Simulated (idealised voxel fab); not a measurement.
voxel transistor to metal: a process module
Cross-section cut: width 140 nm, square cells of 5 nm.
A cross-section is a grid of square cells, given in bands from the top down. A band is one or more rows of cells.
For a band, the entry starts with two heights in nm, that of the top and then that of the bottom, and carries on with the band's materials in order from left to right, each alongside its width in nm; the word "throughout" beside a single material means it fills the band edge to edge, and "blank" means empty space.
Ref level 0: as-received wafer is one material below here. Bottom band extends down with no lower bound ("top 0, no bottom").
Read "30->40" as a graded width: first number on top, second number at the bottom, same change between each pair of neighbouring rows.
When a step is marked "no modifications", none of the cells in the cross-section changed during that step.
"Closed-off voids" enumerates empty spaces isolated from the top, with no open way to it, that contain at least 8 cells, giving each as width x height at distance from the left edge, all three in nm.
Heads up: the bit after the settings on a step's line is the simulator's remark on that step.
The "overlay nm" setting may appear on a step's line; for a step that uses a mask, it gives how far to the right of its planned position the mask lay, and a negative value indicates the left.

Process steps - plan
1) op RECEIVE | material Si
2) op CONFORMAL_DEP | material SiO2 | thk nm 5
3) op CONFORMAL_DEP | material SiN | thk nm 15
4) op PATTERN | tone cover | mask id ACTIVE | material resist | width nm 105 | thk nm 20 | overlay nm 0
5) op DIRECTIONAL_ETCH | etch materials SiN | depth nm 15
6) op DIRECTIONAL_ETCH | etch materials SiO2 | depth nm 5
7) op DIRECTIONAL_ETCH | etch materials Si | depth nm 30
8) op STRIP | etch materials resist
9) op FILL_DEP | material SiO2 | thk nm 5
10) op CMP | height nm 20
11) op SELECTIVE_ETCH | etch materials SiO2 | depth nm 5
12) op STRIP | etch materials SiN
13) op SELECTIVE_ETCH | etch materials SiO2 | depth nm 5
14) op OXIDIZE | depth nm 5
15) op DIRECTIONAL_DEP | material polySi | thk nm 25
16) op DIRECTIONAL_DEP | material SiCN | thk nm 10
17) op DIRECTIONAL_DEP | material aC | thk nm 15
18) op PATTERN | tone cover | mask id GATE | material resist | width nm 15 | thk nm 30 | overlay nm 0
19) op DIRECTIONAL_ETCH | etch materials aC | depth nm 15
20) op STRIP | etch materials resist
21) op DIRECTIONAL_ETCH | etch materials SiCN | depth nm 20
22) op DIRECTIONAL_ETCH | etch materials polySi | depth nm 35
23) op STRIP | etch materials aC
24) op CONFORMAL_DEP | material SiN | thk nm 10
25) op DIRECTIONAL_ETCH | etch materials SiN | depth nm 10
26) op DIRECTIONAL_ETCH | etch materials SiO2 | depth nm 5
27) op EPI | material pSi | thk nm 5
28) op FILL_DEP | material SiO2 | thk nm 5
29) op CMP | height nm 35
30) op DIRECTIONAL_DEP | material SiO2 | thk nm 10
31) op DIRECTIONAL_DEP | material aC | thk nm 15
32) op PATTERN | tone open | mask id CONTACT | material resist | width nm 20 | pitch nm 65 | thk nm 30 | overlay nm 0
33) op DIRECTIONAL_ETCH | etch materials aC | depth nm 15
34) op STRIP | etch materials resist
35) op DIRECTIONAL_ETCH | etch materials SiO2 | depth nm 45
36) op STRIP | etch materials aC
37) op CONFORMAL_DEP | material TiN | thk nm 5
38) op FILL_DEP | material W | thk nm 5
39) op CMP | height nm 45
40) op DIRECTIONAL_DEP | material TiN | thk nm 5
41) op DIRECTIONAL_DEP | material W | thk nm 20
42) op MASKED_ETCH | tone cover | mask id METAL_1 | width nm 20 | pitch nm 65 | etch materials W | depth nm 20 | overlay nm 0
43) op MASKED_ETCH | tone cover | mask id METAL_1 | width nm 20 | pitch nm 65 | etch materials TiN | depth nm 5 | overlay nm -10
44) op CONFORMAL_DEP | material SiCN | thk nm 5
45) op FILL_DEP | material SiO2 | thk nm 10
46) op CMP | height nm 70
47) op CONFORMAL_DEP | material SiCN | thk nm 5
The wafers are alike at the start. At step 43, their overlay nm differs. The plan lists the first wafer's value.

The first of several wafers in cross-section, exactly as it reached us after step 1
* top 0, no bottom | Si throughout
* Closed-off voids: none

Gained (+) or lost (-) cells of each material since receipt, then closed voids: one row per wafer, at the end of the module
overlay nm -10 | -63 Si | +70 SiCN | +36 SiN | +234 SiO2 | +52 TiN | +64 W | +12 pSi | +15 polySi | Closed-off voids: none
overlay nm -5 | -63 Si | +70 SiCN | +36 SiN | +236 SiO2 | +50 TiN | +64 W | +12 pSi | +15 polySi | Closed-off voids: none
overlay nm 0 | -63 Si | +70 SiCN | +36 SiN | +238 SiO2 | +48 TiN | +64 W | +12 pSi | +15 polySi | Closed-off voids: none
overlay nm 5 | -63 Si | +70 SiCN | +36 SiN | +236 SiO2 | +50 TiN | +64 W | +12 pSi | +15 polySi | Closed-off voids: none
overlay nm 10 | -63 Si | +70 SiCN | +36 SiN | +234 SiO2 | +52 TiN | +64 W | +12 pSi | +15 polySi | Closed-off voids: none
overlay nm 15 | -63 Si | +70 SiCN | +36 SiN | +232 SiO2 | +54 TiN | +64 W | +12 pSi | +15 polySi | Closed-off voids: none
